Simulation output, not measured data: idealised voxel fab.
process module | voxel spacer lines
cross-section cut | 200 nm wide | cells 5 nm
A cross-section is a grid of square cells, given in bands from the top down. A band is one or more rows of cells.
Each band's line starts with the height of the band's top and of its bottom, in nm. Then come its materials from left to right, each with its width in nm. One material with "throughout" fills the band from edge to edge. "air" is empty space.
Height 0 is the level under which the wafer as received is all one material. The lowest band goes on downwards, as in "0 down".
A width such as "30 to 40" changes by the same amount from each row of cells to the next, from the band's top row to its bottom row.
"no change" after a step means that no cell of the cross-section changed.
closed voids: empty space of 8 cells or more with no open way to the top, each as width x height at its distance from the left edge, in nm
after a step's settings: what the simulator itself notes on the step
overlay nm, on a step with a mask: how far to the right of its planned place the mask lay; to the left if negative
plan
1 op RECEIVE | material Si
2 op CONFORMAL_DEP | material Al2O3 | thk nm 10
3 op DIRECTIONAL_DEP | material TiN | thk nm 15
4 op DIRECTIONAL_DEP | material aC | thk nm 20
5 op PATTERN | tone cover | mask id MANDREL | material resist | width nm 25 | pitch nm 70 | thk nm 25 | overlay nm 0
6 op DIRECTIONAL_ETCH | etch materials aC | depth nm 20
7 op STRIP | etch materials resist
8 op CONFORMAL_DEP | material SiO2 | thk nm 10
9 op DIRECTIONAL_ETCH | etch materials SiO2 | depth nm 10
10 op STRIP | etch materials aC
11 op DIRECTIONAL_ETCH | etch materials TiN | depth nm 15
12 op STRIP | etch materials SiO2
first wafer, as planned
as received, after step 1
  0 down: Si throughout
  closed voids: none
after step 2
  10 to 0: Al2O3 throughout
  below 0: unchanged
after step 3
  25 to 10: TiN throughout
  below 10: unchanged
after step 4
  45 to 25: aC throughout
  below 25: unchanged
after step 5
  70 to 45: air 15 | resist 25 | air 45 | resist 25 | air 45 | resist 25 | air 20
  below 45: unchanged
after step 6
  50 to 45: air 15 | resist 25 | air 45 | resist 25 | air 45 | resist 25 | air 20
  45 to 25: air 15 | aC 25 | air 45 | aC 25 | air 45 | aC 25 | air 20
  below 25: unchanged
after step 7
  45 to 25: air 15 | aC 25 | air 45 | aC 25 | air 45 | aC 25 | air 20
  below 25: unchanged
after step 8
  55 to 45: air 5 | SiO2 45 | air 25 | SiO2 45 | air 25 | SiO2 45 | air 10
  45 to 35: air 5 | SiO2 10 | aC 25 | SiO2 10 | air 25 | SiO2 10 | aC 25 | SiO2 10 | air 25 | SiO2 10 | aC 25 | SiO2 10 | air 10
  35 to 25: SiO2 15 | aC 25 | SiO2 45 | aC 25 | SiO2 45 | aC 25 | SiO2 20
  below 25: unchanged
after step 9
  45 to 25: air 5 | SiO2 10 | aC 25 | SiO2 10 | air 25 | SiO2 10 | aC 25 | SiO2 10 | air 25 | SiO2 10 | aC 25 | SiO2 10 | air 10
  below 25: unchanged
after step 10
  45 to 25: air 5 | SiO2 10 | air 25 | SiO2 10 | air 25 | SiO2 10 | air 25 | SiO2 10 | air 25 | SiO2 10 | air 25 | SiO2 10 | air 10
  below 25: unchanged
after step 11
  45 to 25: air 5 | SiO2 10 | air 25 | SiO2 10 | air 25 | SiO2 10 | air 25 | SiO2 10 | air 25 | SiO2 10 | air 25 | SiO2 10 | air 10
  25 to 10: air 5 | TiN 10 | air 25 | TiN 10 | air 25 | TiN 10 | air 25 | TiN 10 | air 25 | TiN 10 | air 25 | TiN 10 | air 10
  below 10: unchanged
after step 12
  25 to 10: air 5 | TiN 10 | air 25 | TiN 10 | air 25 | TiN 10 | air 25 | TiN 10 | air 25 | TiN 10 | air 25 | TiN 10 | air 10
  below 10: unchanged
second wafer: like start, like plan, one mistake. Through step 2 it matches the first wafer
when step 3 should have ended
  30 to 10: aC throughout
  below 10: unchanged
when step 4 should have ended
  45 to 30: TiN throughout
  below 30: unchanged
when step 5 should have ended
  70 to 45: air 15 | resist 25 | air 45 | resist 25 | air 45 | resist 25 | air 20
  below 45: unchanged
when step 6 should have ended
  50 to 45: air 15 | resist 25 | air 45 | resist 25 | air 45 | resist 25 | air 20
  below 45: unchanged
when step 7 should have ended
  45 to 30: TiN throughout
  below 30: unchanged
when step 8 should have ended
  55 to 45: SiO2 throughout
  below 45: unchanged
when step 9 should have ended
  45 to 30: TiN throughout
  below 30: unchanged
when step 10 should have ended: no change
when step 11 should have ended
  30 to 10: aC throughout
  below 10: unchanged
when step 12 should have ended: no change
what went wrong: steps 3 and 4 were swapped
at the end the second wafer has, in cells: 36 fewer of TiN | 160 more of aC
